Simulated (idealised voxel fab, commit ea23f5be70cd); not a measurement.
You're looking at the process module voxel ribs on slabs.
Square cells of 5 nm make up the cross-section cut, whose width is 170 nm.
For the purposes of this document, a cross-section shall be understood as a grid of square cells, specified as bands listed in top-to-bottom order, each band consisting of one or more rows of cells.
It is stipulated that each band's entry specify, in nanometres, the height of the top of the band and then that of its bottom, followed by the materials of the band in left-to-right sequence, each together with its width in nanometres. A single material marked by the word "throughout" is understood to fill the band from edge to edge; the word "air" is understood to denote empty space.
The reference from which all heights are counted is 0, the level beneath which the as-received wafer is entirely one material; the lowest band, having no lower bound, proceeds downward and is written after the example "z 0 and below".
Width spec "30 to 40" -> top row of cells at first value, bottom row at second value, equal per-row change in between.
Where the words "everything unchanged" appear for a step, the cross-section shows no cell changed by that step; every cell remained as before.
"Sealed void listing" lists enclosed empty spaces (at least 8 cells, no open path upward to the top), each as width x height at distance from the left edge, in nm.
Heads up: the bit after the settings on a step's line is the simulator's remark on that step.
What "overlay nm" on a step's line means: if the step has a mask, that mask lay this far to the right of its planned place, or, when the value is negative, to the left.

-- The steps planned for the process are as follows
- 1: RECEIVE | material Si
- 2: DIRECTIONAL_DEP | material SiO2 | thk nm 30
- 3: DIRECTIONAL_DEP | material polySi | thk nm 25
- 4: MASKED_ETCH | tone cover | mask id RIB | width nm 30 | etch materials polySi | depth nm 15 | overlay nm 0
- 5: DIRECTIONAL_DEP | material aC | thk nm 10
- 6: PATTERN | tone cover | mask id SLAB | material resist | width nm 80 | thk nm 25 | overlay nm 0
- 7: DIRECTIONAL_ETCH | etch materials aC | depth nm 10
- 8: STRIP | etch materials resist
- 9: DIRECTIONAL_ETCH | etch materials polySi | depth nm 10
- 10: STRIP | etch materials aC
- 11: FILL_DEP | material SiO2 | thk nm 15
- 12: CMP | height nm 65
- 13: DIRECTIONAL_DEP | material TiN | thk nm 10
- 14: PATTERN | tone cover | mask id HEATER | material resist | width nm 40 | thk nm 15 | overlay nm 0
- 15: DIRECTIONAL_ETCH | etch materials TiN | depth nm 10
- 16: STRIP | etch materials resist
- 17: CONFORMAL_DEP | material SiO2 | thk nm 10

-- Cross-section, incoming material, after step 1
  z 0 and below: Si throughout
  Sealed void listing: none

-- Cross-sectional view of the first of the two wafers upon completion of the module, processed in accordance with the plan
  z 85 to 75: air: 55  SiO2: 60  air: 55
  z 75 to 65: SiO2: 65  TiN: 40  SiO2: 65
  z 65 to 55: SiO2 throughout
  z 55 to 40: SiO2: 70  polySi: 30  SiO2: 70
  z 40 to 30: SiO2: 45  polySi: 80  SiO2: 45
  z 30 to 0: SiO2 throughout
  z 0 and below: Si throughout
  Sealed void listing: none

-- second wafer at the end: like start, like plan, one mistake
  z 85 to 75: air: 55  SiO2: 60  air: 55
  z 75 to 65: SiO2: 65  TiN: 40  SiO2: 65
  z 65 to 25: SiO2 throughout
  z 25 to 0: polySi throughout
  z 0 and below: Si throughout
  Sealed void listing: none
What went wrong in running the wafer? deviation from plan: step 3 and step 2 executed in one another's positions
Wafer comparison, final, in cells, second relative to first, materials more or fewer: -120 SiO2 | +120 polySi
